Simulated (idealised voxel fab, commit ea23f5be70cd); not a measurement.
The document below concerns the process module designated voxel ribs on slabs.
FYI the section here is cut, 200 nm wide, cells are 5 nm squares.
Each cross-section below is a grid of square cells, stated as bands in top-down order, with one or more rows of cells making up each band. Basically the band line says how high the top is and how high the bottom is, in nm, and then what's in it from left to right, every material with its width in nm. Empty space shows up as "air", and if a single material carries "edge to edge" it runs the full band edge to edge. Heights from 0 (as-received wafer is one material below). Bottom band endless downward, as "from 0 down". So if you see something like "30->40" for the width, read it as the top row of the band sitting at the first number and the bottom row at the second, with every row in between moving by the same amount as the last. Step note "no change occurred" = no cross-section cell changed. Entry "Unvented voids". Content: empty spaces with no open connection to the top, size 8 cells or greater. Each: width x height at distance. Distance: from left edge. Unit: nm. On each step's line, the part that comes after the settings is the simulator's own comment on the step. overlay nm: mask right of planned place by this much (step with mask). Neg. = left.
**Planned step list for the process**
step 1: RECEIVE with material Si
step 2: DIRECTIONAL_DEP with material SiO2, thk nm 25
step 3: DIRECTIONAL_DEP with material SiN, thk nm 25
step 4: MASKED_ETCH with tone cover, mask id RIB, width nm 25, etch materials SiN, depth nm 20, overlay nm 0
step 5: DIRECTIONAL_DEP with material aC, thk nm 15
step 6: PATTERN with tone cover, mask id SLAB, material resist, width nm 55, thk nm 30, overlay nm 0
step 7: DIRECTIONAL_ETCH with etch materials aC, depth nm 15
step 8: STRIP with etch materials resist
step 9: DIRECTIONAL_ETCH with etch materials SiN, depth nm 5
step 10: STRIP with etch materials aC
step 11: FILL_DEP with material SiO2, thk nm 20
step 12: CMP with height nm 60
step 13: DIRECTIONAL_DEP with material W, thk nm 5
step 14: MASKED_ETCH with tone cover, mask id HEATER, width nm 35, etch materials W, depth nm 5, overlay nm 0
step 15: CONFORMAL_DEP with material SiN, thk nm 10
**First of two wafers, with the run carried out as planned**
**Wafer cross-section on receipt, i.e. after step 1**
from 0 down  Si edge to edge
Unvented voids: none
**Presented here is a cross-section of the wafer after step 2 has been performed**
from 25 to 0  SiO2 edge to edge
No changes below 0.
**Presented here is a cross-section of the wafer after step 3 has been performed**
from 50 to 25  SiN edge to edge
No changes below 25.
**Presented here is a cross-section of the wafer after step 4 has been performed**
from 50 to 30  air (85), SiN (25), air (90)
No changes below 30.
**Presented here is a cross-section of the wafer after step 5 has been performed**
from 65 to 50  air (85), aC (25), air (90)
from 50 to 45  air (85), SiN (25), air (90)
from 45 to 30  aC (85), SiN (25), aC (90)
No changes below 30.
**Presented here is a cross-section of the wafer after step 6 has been performed**
from 95 to 65  air (70), resist (55), air (75)
from 65 to 50  air (70), resist (15), aC (25), resist (15), air (75)
from 50 to 45  air (70), resist (15), SiN (25), resist (15), air (75)
No changes below 45.
**Presented here is a cross-section of the wafer after step 7 has been performed**
from 80 to 65  air (70), resist (55), air (75)
from 65 to 50  air (70), resist (15), aC (25), resist (15), air (75)
from 50 to 45  air (70), resist (15), SiN (25), resist (15), air (75)
from 45 to 30  air (70), aC (15), SiN (25), aC (15), air (75)
No changes below 30.
**Presented here is a cross-section of the wafer after step 8 has been performed**
from 65 to 50  air (85), aC (25), air (90)
from 50 to 45  air (85), SiN (25), air (90)
No changes below 45.
**Presented here is a cross-section of the wafer after step 9 has been performed**
from 65 to 50  air (85), aC (25), air (90)
from 50 to 45  air (85), SiN (25), air (90)
from 45 to 30  air (70), aC (15), SiN (25), aC (15), air (75)
from 30 to 25  air (70), SiN (55), air (75)
No changes below 25.
**Presented here is a cross-section of the wafer after step 10 has been performed**
from 50 to 30  air (85), SiN (25), air (90)
No changes below 30.
**Presented here is a cross-section of the wafer after step 11 has been performed**
from 70 to 50  SiO2 edge to edge
from 50 to 30  SiO2 (85), SiN (25), SiO2 (90)
from 30 to 25  SiO2 (70), SiN (55), SiO2 (75)
No changes below 25.
**Presented here is a cross-section of the wafer after step 12 has been performed**
from 60 to 50  SiO2 edge to edge
No changes below 50.
**Presented here is a cross-section of the wafer after step 13 has been performed**
from 65 to 60  W edge to edge
No changes below 60.
**Presented here is a cross-section of the wafer after step 14 has been performed**
from 65 to 60  air (80), W (35), air (85)
No changes below 60.
**Presented here is a cross-section of the wafer after step 15 has been performed**
from 75 to 70  air (70), SiN (55), air (75)
from 70 to 65  SiN edge to edge
from 65 to 60  SiN (80), W (35), SiN (85)
No changes below 60.
**The Second Wafer: Common Origin and Plan, One Mistake in Execution, Identical to the First Through Step 5**
**Cross-section, second wafer, at the end time the plan gives for step 6**
from 95 to 65  air (75), resist (55), air (70)
from 65 to 50  air (75), resist (10), aC (25), resist (20), air (70)
from 50 to 45  air (75), resist (10), SiN (25), resist (20), air (70)
No changes below 45.
**Cross-section, second wafer, at the end time the plan gives for step 7**
from 80 to 65  air (75), resist (55), air (70)
from 65 to 50  air (75), resist (10), aC (25), resist (20), air (70)
from 50 to 45  air (75), resist (10), SiN (25), resist (20), air (70)
from 45 to 30  air (75), aC (10), SiN (25), aC (20), air (70)
No changes below 30.
**Cross-section, second wafer, at the end time the plan gives for step 8**
from 65 to 50  air (85), aC (25), air (90)
from 50 to 45  air (85), SiN (25), air (90)
No changes below 45.
**Cross-section, second wafer, at the end time the plan gives for step 9**
from 65 to 50  air (85), aC (25), air (90)
from 50 to 45  air (85), SiN (25), air (90)
from 45 to 30  air (75), aC (10), SiN (25), aC (20), air (70)
from 30 to 25  air (75), SiN (55), air (70)
No changes below 25.
**Cross-section, second wafer, at the end time the plan gives for step 10**
from 50 to 30  air (85), SiN (25), air (90)
No changes below 30.
**Cross-section, second wafer, at the end time the plan gives for step 11**
from 70 to 50  SiO2 edge to edge
from 50 to 30  SiO2 (85), SiN (25), SiO2 (90)
from 30 to 25  SiO2 (75), SiN (55), SiO2 (70)
No changes below 25.
**Cross-section, second wafer, at the end time the plan gives for step 12**
from 60 to 50  SiO2 edge to edge
No changes below 50.
**Cross-section, second wafer, at the end time the plan gives for step 13**
from 65 to 60  W edge to edge
No changes below 60.
**Cross-section, second wafer, at the end time the plan gives for step 14**
from 65 to 60  air (80), W (35), air (85)
No changes below 60.
**Cross-section, second wafer, at the end time the plan gives for step 15**
from 75 to 70  air (70), SiN (55), air (75)
from 70 to 65  SiN edge to edge
from 65 to 60  SiN (80), W (35), SiN (85)
No changes below 60.
Want to know what went wrong? step 6 off recipe, ran as PATTERN with tone cover, mask id SLAB, material resist, width nm 55, thk nm 30, overlay nm 5
At the end, the second wafer has the same number of cells of each material as the first, but those cells sit in other places.
